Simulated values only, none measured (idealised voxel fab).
Process module, titled voxel self aligned contacts
For reference, the cross-section in this document is cut, with width 225 nm and square cells of 5 nm.
Each cross-section below is a grid of square cells, stated as bands in top-down order, with one or more rows of cells making up each band. Each band's line starts with the height of the band's top and of its bottom, in nm. Then come its materials from left to right, each with its width in nm. One material with "full width" fills the band from edge to edge. "blank" is empty space. Heights from 0 (as-received wafer is one material below). Bottom band endless downward, as "from 0 down". You'd read "30..40" like this: the band's top row of cells is as wide as the first number, its bottom row is as wide as the second, and going down, every row changes width by the same amount as the row before did. "nothing altered" (step): cross-section cells unchanged, all of them. Voids not open to the top, 8 cells minimum: see "Cavities, sealed". Written width x height at distance; distance is from the left edge; nm. Past the settings on a step's line: simulator remark, on that step. What "overlay nm" on a step's line means: if the step has a mask, that mask lay this far to the right of its planned place, or, when the value is negative, to the left.

# Intended process steps
| 1 | RECEIVE | material Si |
| 2 | CONFORMAL_DEP | material SiO2 | thk nm 5 |
| 3 | DIRECTIONAL_DEP | material polySi | thk nm 30 |
| 4 | DIRECTIONAL_DEP | material SiN | thk nm 20 |
| 5 | PATTERN | tone cover | mask id GATE | material resist | width nm 25 | pitch nm 60 | thk nm 20 | overlay nm -15 |
| 6 | DIRECTIONAL_ETCH | etch materials SiN | depth nm 20 |
| 7 | DIRECTIONAL_ETCH | etch materials polySi | depth nm 30 |
| 8 | STRIP | etch materials resist |
| 9 | CONFORMAL_DEP | material SiN | thk nm 5 |
| 10 | DIRECTIONAL_ETCH | etch materials SiN | depth nm 5 |
| 11 | FILL_DEP | material SiO2 | thk nm 15 |
| 12 | CMP | height nm 60 |
| 13 | MASKED_ETCH | tone open | mask id CONTACT | width nm 45 | etch materials SiO2 | depth nm 60 | overlay nm 0 |
| 14 | CONFORMAL_DEP | material TiN | thk nm 5 |
| 15 | FILL_DEP | material Ru | thk nm 10 |
| 16 | CMP | height nm 60 |
| 17 | CONFORMAL_DEP | material SiCN | thk nm 5 |
It is noted that the wafers described herein are identical at the outset and are distinguished by the overlay nm of step 5; the value stated in the plan corresponds to the first wafer.

# This is how the first of several wafers looked in cross-section when it arrived, which is after step 1
  from 0 down  Si full width
  Cavities, sealed: none

# Heads up, this table goes wafer by wafer. A row tells you, at the end of the module, how many cells of each material that wafer has put on (+) or dropped (-) since it was received, and then its closed voids
overlay nm -15 | +22 Ru | +45 SiCN | +80 SiN | +347 SiO2 | +31 TiN | +60 polySi | Cavities, sealed: none
overlay nm -10 | +33 Ru | +45 SiCN | +80 SiN | +336 SiO2 | +31 TiN | +60 polySi | Cavities, sealed: none
overlay nm -5 | +33 Ru | +45 SiCN | +80 SiN | +336 SiO2 | +31 TiN | +60 polySi | Cavities, sealed: none
overlay nm 0 | +33 Ru | +45 SiCN | +80 SiN | +336 SiO2 | +31 TiN | +60 polySi | Cavities, sealed: none
overlay nm 5 | +33 Ru | +45 SiCN | +80 SiN | +336 SiO2 | +31 TiN | +60 polySi | Cavities, sealed: none
overlay nm 10 | +33 Ru | +45 SiCN | +80 SiN | +336 SiO2 | +31 TiN | +60 polySi | Cavities, sealed: none
overlay nm 15 | +22 Ru | +45 SiCN | +80 SiN | +347 SiO2 | +31 TiN | +60 polySi | Cavities, sealed: none
